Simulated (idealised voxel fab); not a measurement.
The following is a process module called voxel fin reveal.
In the cross-section labelled cut, the width is 210 nm and each square cell is 5 nm.
Notation: cross-section as square-cell grid; stated in bands, top first, going down; one or more cell rows per band.
It is stipulated that each band's entry specify, in nanometres, the height of the top of the band and then that of its bottom, followed by the materials of the band in left-to-right sequence, each together with its width in nanometres. A single material marked by the word "edge to edge" is understood to fill the band from edge to edge; the word "empty" is understood to denote empty space.
The reference from which all heights are counted is 0, the level beneath which the as-received wafer is entirely one material; the lowest band, having no lower bound, proceeds downward and is written after the example "0 down".
Top row gets the first number, bottom row gets the second, and each row in between changes by the same step: that is how a band width like "30 to 40" works.
"stayed the same", as given for a step, is the statement that not any cell of the cross-section underwent a change during that step.
In "Enclosed void inventory" the enclosed voids are listed, meaning empty spaces of 8 cells or larger without any opening to the top. The form is width x height at distance, distance from the left edge, units nm.
On a step's line, text after the settings is the simulator commenting on that step.
overlay nm: mask right of planned place by this much (step with mask). Neg. = left.
Read the rest as pairs. Take the cross-section before one process step, then the cross-section after it, which shows only down to the lowest band that changed. Under the pair, find the step between them and its settings. Bear in mind that pairs may come from different runs of this module on the same starting wafer: link a pair to the pair above it only where its entry headed "Pre-process cross-section" says to.
Pre-process cross-section:
  25 to 5  35 nm resist | 15 nm empty | 25 nm resist | 15 nm empty | 25 nm resist | 15 nm empty | 25 nm resist | 15 nm empty | 40 nm resist
  5 to 0  35 nm SiN | 15 nm empty | 25 nm SiN | 15 nm empty | 25 nm SiN | 15 nm empty | 25 nm SiN | 15 nm empty | 40 nm SiN
  0 down  Si edge to edge
  Enclosed void inventory: none
Step Outcome:
  25 to 5  35 nm resist | 15 nm empty | 25 nm resist | 15 nm empty | 25 nm resist | 15 nm empty | 25 nm resist | 15 nm empty | 40 nm resist
  5 to 0  35 nm SiN | 15 nm empty | 25 nm SiN | 15 nm empty | 25 nm SiN | 15 nm empty | 25 nm SiN | 15 nm empty | 40 nm SiN
  0 to -35  35 nm Si | 15 nm empty | 25 nm Si | 15 nm empty | 25 nm Si | 15 nm empty | 25 nm Si | 15 nm empty | 40 nm Si
  No changes below -35.
  Enclosed void inventory: none
For reference, the processing step occurring between the two cross-sections presented above is as follows: DIRECTIONAL_ETCH, etch materials Si, depth nm 35
Pre-process cross-section: The cross-section prior to this step is the one presented after the step of the pair immediately above.
Step Outcome:
  5 to 0  35 nm SiN | 15 nm empty | 25 nm SiN | 15 nm empty | 25 nm SiN | 15 nm empty | 25 nm SiN | 15 nm empty | 40 nm SiN
  No changes below 0.
  Enclosed void inventory: none
For reference, the processing step occurring between the two cross-sections presented above is as follows: STRIP, etch materials resist
Pre-process cross-section: The cross-section prior to this step is the one presented after the step of the pair immediately above.
Step Outcome:
  10 to 5  SiO2 edge to edge
  5 to 0  35 nm SiN | 15 nm SiO2 | 25 nm SiN | 15 nm SiO2 | 25 nm SiN | 15 nm SiO2 | 25 nm SiN | 15 nm SiO2 | 40 nm SiN
  0 to -35  35 nm Si | 15 nm SiO2 | 25 nm Si | 15 nm SiO2 | 25 nm Si | 15 nm SiO2 | 25 nm Si | 15 nm SiO2 | 40 nm Si
  No changes below -35.
  Enclosed void inventory: none
For reference, the processing step occurring between the two cross-sections presented above is as follows: FILL_DEP, material SiO2, thk nm 5
Pre-process cross-section: The cross-section prior to this step is the one presented after the step of the pair immediately above.
Step Outcome:
  5 to 0  35 nm SiN | 15 nm SiO2 | 25 nm SiN | 15 nm SiO2 | 25 nm SiN | 15 nm SiO2 | 25 nm SiN | 15 nm SiO2 | 40 nm SiN
  No changes below 0.
  Enclosed void inventory: none
For reference, the processing step occurring between the two cross-sections presented above is as follows: CMP, height nm 5
Pre-process cross-section: The cross-section prior to this step is the one presented after the step of the pair immediately above.
Step Outcome:
  5 to 0  35 nm SiN | 15 nm empty | 25 nm SiN | 15 nm empty | 25 nm SiN | 15 nm empty | 25 nm SiN | 15 nm empty | 40 nm SiN
  0 to -25  35 nm Si | 15 nm empty | 25 nm Si | 15 nm empty | 25 nm Si | 15 nm empty | 25 nm Si | 15 nm empty | 40 nm Si
  No changes below -25.
  Enclosed void inventory: none
For reference, the processing step occurring between the two cross-sections presented above is as follows: SELECTIVE_ETCH, etch materials SiO2, depth nm 30
Pre-process cross-section: The cross-section prior to this step is the one presented after the step of the pair immediately above.
Step Outcome:
  0 to -25  35 nm Si | 15 nm empty | 25 nm Si | 15 nm empty | 25 nm Si | 15 nm empty | 25 nm Si | 15 nm empty | 40 nm Si
  No changes below -25.
  Enclosed void inventory: none
For reference, the processing step occurring between the two cross-sections presented above is as follows: STRIP, etch materials SiN
Pre-process cross-section: The cross-section prior to this step is the one presented after the step of the pair immediately above.
Step Outcome:
  5 to 0  40 nm HfO2 | 5 nm empty | 35 nm HfO2 | 5 nm empty | 35 nm HfO2 | 5 nm empty | 35 nm HfO2 | 5 nm empty | 45 nm HfO2
  0 to -20  35 nm Si | 5 nm HfO2 | 5 nm empty | 5 nm HfO2 | 25 nm Si | 5 nm HfO2 | 5 nm empty | 5 nm HfO2 | 25 nm Si | 5 nm HfO2 | 5 nm empty | 5 nm HfO2 | 25 nm Si | 5 nm HfO2 | 5 nm empty | 5 nm HfO2 | 40 nm Si
  -20 to -25  35 nm Si | 15 nm HfO2 | 25 nm Si | 15 nm HfO2 | 25 nm Si | 15 nm HfO2 | 25 nm Si | 15 nm HfO2 | 40 nm Si
  No changes below -25.
  Enclosed void inventory: none
For reference, the processing step occurring between the two cross-sections presented above is as follows: CONFORMAL_DEP, material HfO2, thk nm 5
